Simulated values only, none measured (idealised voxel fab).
The document below concerns the process module designated voxel released beams.
In the cross-section labelled cut, the width is 180 nm and each square cell is 5 nm.
For the purposes of this document, a cross-section shall be understood as a grid of square cells, specified as bands listed in top-to-bottom order, each band consisting of one or more rows of cells. Each band's line starts with the height of the band's top and of its bottom, in nm. Then come its materials from left to right, each with its width in nm. One material with "edge to edge" fills the band from edge to edge. "air" is empty space. Heights are measured from 0, the level below which the as-received wafer is all one material; the lowest band has no bottom and continues downward, written as in "0 down". Read "30 to 40" as a graded width: first number on top, second number at the bottom, same change between each pair of neighbouring rows. Where a step carries "remains unaltered", the cross-section came out of it unchanged, cell for cell. Empty spaces without an open route to the top, at least 8 cells in extent, make up the entry "Enclosed void list"; each is given as width x height at distance, where the distance is measured from the left edge, and all are in nm. Read whatever lies past the settings on a step's line as the simulator's own remark about the step. overlay nm, on a step with a mask: how far to the right of its planned place the mask lay; to the left if negative.
**The process steps that were planned are listed below**
1: RECEIVE,material Si
2: CONFORMAL_DEP,material SiN,thk nm 5
3: DIRECTIONAL_DEP,material SiO2,thk nm 10
4: MASKED_ETCH,tone open,mask id ANCHOR,width nm 35,etch materials SiO2,depth nm 10,overlay nm 0
5: CONFORMAL_DEP,material TiN,thk nm 10
6: MASKED_ETCH,tone cover,mask id BEAM,width nm 80,etch materials TiN,depth nm 10,overlay nm 0
7: STRIP,etch materials SiO2
**Run as planned: first of two wafers**
**Incoming wafer, cross-sectional view, post step 1**
- 0 down: Si edge to edge
- Enclosed void list: none
**Cross-section through the wafer, step 2 finished**
- 5 to 0: SiN edge to edge
- Below 0 it's all the same as before, nothing changed down there.
**Cross-section through the wafer, step 3 finished**
- 15 to 5: SiO2 edge to edge
- Below 5 it's all the same as before, nothing changed down there.
**Cross-section through the wafer, step 4 finished**
- 15 to 5: SiO2 50, air 35, SiO2 95
- Below 5 it's all the same as before, nothing changed down there.
**Cross-section through the wafer, step 5 finished**
- 25 to 15: TiN 60, air 15, TiN 105
- 15 to 5: SiO2 50, TiN 35, SiO2 95
- Below 5 it's all the same as before, nothing changed down there.
**Cross-section through the wafer, step 6 finished**
- 25 to 15: air 45, TiN 15, air 15, TiN 50, air 55
- Below 15 it's all the same as before, nothing changed down there.
**Cross-section through the wafer, step 7 finished**
- 25 to 15: air 45, TiN 15, air 15, TiN 50, air 55
- 15 to 5: air 50, TiN 35, air 95
- Below 5 it's all the same as before, nothing changed down there.
**It is to be noted that the second wafer proceeded from the same initial state and according to the same plan as the first, although one mistake was committed in its execution; through step 6, inclusive, the two wafers share an identical history**
**when step 7 should have ended**
- 15 to 5: SiO2 50, air 35, SiO2 95
- Below 5 it's all the same as before, nothing changed down there.
Here's what went sideways: step 7 ran with different settings than intended, the actual operation and settings being STRIP,etch materials TiN
Per the end-of-run cell counts, the second wafer holds more or fewer of some materials than the first: SiO2 +58, TiN -40
